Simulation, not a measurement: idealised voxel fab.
You're looking at the process module voxel transistor to metal.
FYI the section here is cut, 215 nm wide, cells are 5 nm squares.
The cross-sections in this document take the form of a grid made of square cells. They are written out as bands, in order from top to bottom. Each band consists of one or more rows of cells. Quick guide to a band line: top height, bottom height (nm) up front; then every material left to right with its width in nm. Only one material and it's marked "edge to edge"? Then it fills the band edge to edge. And "blank" just means empty space. Height 0 is the level under which the wafer as received is all one material. The lowest band goes on downwards, as in "from 0 down". Width "30->40": first value at the band's top row of cells, second value at its bottom row, equal change from row to row. When a step is marked "changes: none", none of the cells in the cross-section changed during that step. "Voids, enclosed" means: voids of 8 cells or more that are shut off from the top with no open way through. Written width x height at distance, distance from the left edge, in nm. Note: text after step settings on the step line = simulator remark on that step. Each step line may optionally specify "overlay nm", which for a step with a mask gives the rightward distance between the mask's planned place and where it lay, a negative value indicating the leftward direction.

# Intended process steps
1: RECEIVE: material Si
2: CONFORMAL_DEP: material SiO2, thk nm 5
3: CONFORMAL_DEP: material SiN, thk nm 15
4: MASKED_ETCH: tone cover, mask id ACTIVE, width nm 100, etch materials SiN, depth nm 15, overlay nm 0
5: MASKED_ETCH: tone cover, mask id ACTIVE, width nm 100, etch materials SiO2, depth nm 5, overlay nm 0
6: MASKED_ETCH: tone cover, mask id ACTIVE, width nm 100, etch materials Si, depth nm 20, overlay nm 0
7: OXIDIZE: depth nm 5
8: FILL_DEP: material SiO2, thk nm 10
9: CMP: height nm 20
10: SELECTIVE_ETCH: etch materials SiO2, depth nm 10
11: STRIP: etch materials SiN
12: SELECTIVE_ETCH: etch materials SiO2, depth nm 5
13: OXIDIZE: depth nm 5
14: DIRECTIONAL_DEP: material polySi, thk nm 30
15: DIRECTIONAL_DEP: material SiCN, thk nm 15
16: DIRECTIONAL_DEP: material aC, thk nm 10
17: PATTERN: tone cover, mask id GATE, material resist, width nm 20, thk nm 25, overlay nm 0
18: DIRECTIONAL_ETCH: etch materials aC, depth nm 10
19: STRIP: etch materials resist
20: DIRECTIONAL_ETCH: etch materials SiCN, depth nm 25
21: DIRECTIONAL_ETCH: etch materials polySi, depth nm 40
22: STRIP: etch materials aC
23: CONFORMAL_DEP: material SiO2, thk nm 5
24: DIRECTIONAL_ETCH: etch materials SiO2, depth nm 5
25: CONFORMAL_DEP: material SiN, thk nm 10
26: DIRECTIONAL_ETCH: etch materials SiN, depth nm 10
27: DIRECTIONAL_ETCH: etch materials SiO2, depth nm 5
28: EPI: material SiGe, thk nm 5
29: FILL_DEP: material SiO2, thk nm 10
30: CMP: height nm 45
31: DIRECTIONAL_DEP: material SiO2, thk nm 15
32: DIRECTIONAL_DEP: material aC, thk nm 10
33: PATTERN: tone open, mask id CONTACT, material resist, width nm 30, pitch nm 60, thk nm 30, overlay nm 0
34: DIRECTIONAL_ETCH: etch materials aC, depth nm 10
35: STRIP: etch materials resist
36: DIRECTIONAL_ETCH: etch materials SiO2, depth nm 60
37: STRIP: etch materials aC
38: CONFORMAL_DEP: material TiN, thk nm 5
39: FILL_DEP: material Ru, thk nm 5
40: CMP: height nm 60
41: DIRECTIONAL_DEP: material TiN, thk nm 5
42: DIRECTIONAL_DEP: material Ru, thk nm 15
43: MASKED_ETCH: tone cover, mask id METAL_1, width nm 20, pitch nm 70, etch materials Ru, depth nm 15, overlay nm 0
44: MASKED_ETCH: tone cover, mask id METAL_1, width nm 20, pitch nm 70, etch materials TiN, depth nm 5, overlay nm 0
45: CONFORMAL_DEP: material SiN, thk nm 5
46: FILL_DEP: material lowk, thk nm 5
47: CMP: height nm 80
48: CONFORMAL_DEP: material SiCN, thk nm 5
49: DIRECTIONAL_DEP: material SiO2, thk nm 25
50: MASKED_ETCH: tone open, mask id METAL_2, width nm 20, pitch nm 70, etch materials SiO2, depth nm 15, overlay nm 0
51: MASKED_ETCH: tone open, mask id METAL_2_HOLES, width nm 15, pitch nm 70, etch materials SiO2, depth nm 10, overlay nm 0
52: MASKED_ETCH: tone open, mask id METAL_2_HOLES, width nm 15, pitch nm 70, etch materials SiCN, depth nm 5, overlay nm 0
53: CONFORMAL_DEP: material TiN, thk nm 5
54: FILL_DEP: material Cu, thk nm 5
55: CMP: height nm 110
56: CONFORMAL_DEP: material SiCN, thk nm 5

# As received (post step 1): cross-section
	from 0 down | Si edge to edge
	Voids, enclosed: none

# The cross-section shown corresponds to the wafer at the conclusion of the module. The initial structure and the process plan are those presented above; however, one mistake occurred in executing the plan
	from 120 to 115 | SiCN edge to edge
	from 115 to 110 | TiN (65), then Cu (10), then TiN (60), then Cu (10), then TiN (70)
	from 110 to 100 | SiO2 (60), then TiN (5), then Cu (10), then TiN (5), then SiO2 (50), then TiN (5), then Cu (10), then TiN (5), then SiO2 (65)
	from 100 to 95 | SiO2 (60), then TiN (5), then Cu (5), then TiN (10), then SiO2 (50), then TiN (5), then Cu (5), then TiN (10), then SiO2 (65)
	from 95 to 85 | SiO2 (60), then TiN (5), then Cu (5), then TiN (5), then SiO2 (55), then TiN (5), then Cu (5), then TiN (5), then SiO2 (70)
	from 85 to 80 | SiCN (60), then TiN (15), then SiCN (55), then TiN (15), then SiCN (70)
	from 80 to 65 | lowk (55), then SiN (5), then Ru (20), then SiN (5), then lowk (40), then SiN (5), then Ru (20), then SiN (5), then lowk (60)
	from 65 to 60 | SiN (60), then TiN (20), then SiN (50), then TiN (20), then SiN (65)
	from 60 to 50 | SiO2 (60), then TiN (5), then Ru (20), then TiN (5), then SiO2 (30), then TiN (5), then Ru (20), then TiN (5), then SiO2 (65)
	from 50 to 45 | SiO2 (60), then TiN (5), then Ru (10), then TiN (15), then SiO2 (30), then TiN (15), then Ru (10), then TiN (5), then SiO2 (65)
	from 45 to 30 | SiO2 (60), then TiN (5), then Ru (10), then TiN (5), then SiN (10), then SiO2 (5), then SiCN (20), then SiO2 (5), then SiN (10), then TiN (5), then Ru (10), then TiN (5), then SiO2 (65)
	from 30 to 10 | SiO2 (60), then TiN (5), then Ru (10), then TiN (5), then SiN (10), then SiO2 (5), then polySi (20), then SiO2 (5), then SiN (10), then TiN (5), then Ru (10), then TiN (5), then SiO2 (65)
	from 10 to 5 | SiO2 (60), then TiN (10), then Ru (5), then TiN (5), then SiN (10), then SiO2 (5), then polySi (20), then SiO2 (5), then SiN (10), then TiN (5), then Ru (5), then TiN (10), then SiO2 (65)
	from 5 to 0 | SiO2 (55), then SiN (10), then TiN (15), then SiN (10), then SiO2 (5), then polySi (20), then SiO2 (5), then SiN (10), then TiN (15), then SiN (10), then SiO2 (60)
	from 0 to -5 | SiO2 (65), then SiGe (15), then SiO2 (50), then SiGe (15), then SiO2 (70)
	from -5 to -25 | SiO2 (60), then Si (90), then SiO2 (65)
	from -25 down | Si edge to edge
	Voids, enclosed: none
So what did we get wrong on this run? step 55 went in with a setting other than planned; the actual run was CMP: height nm 115
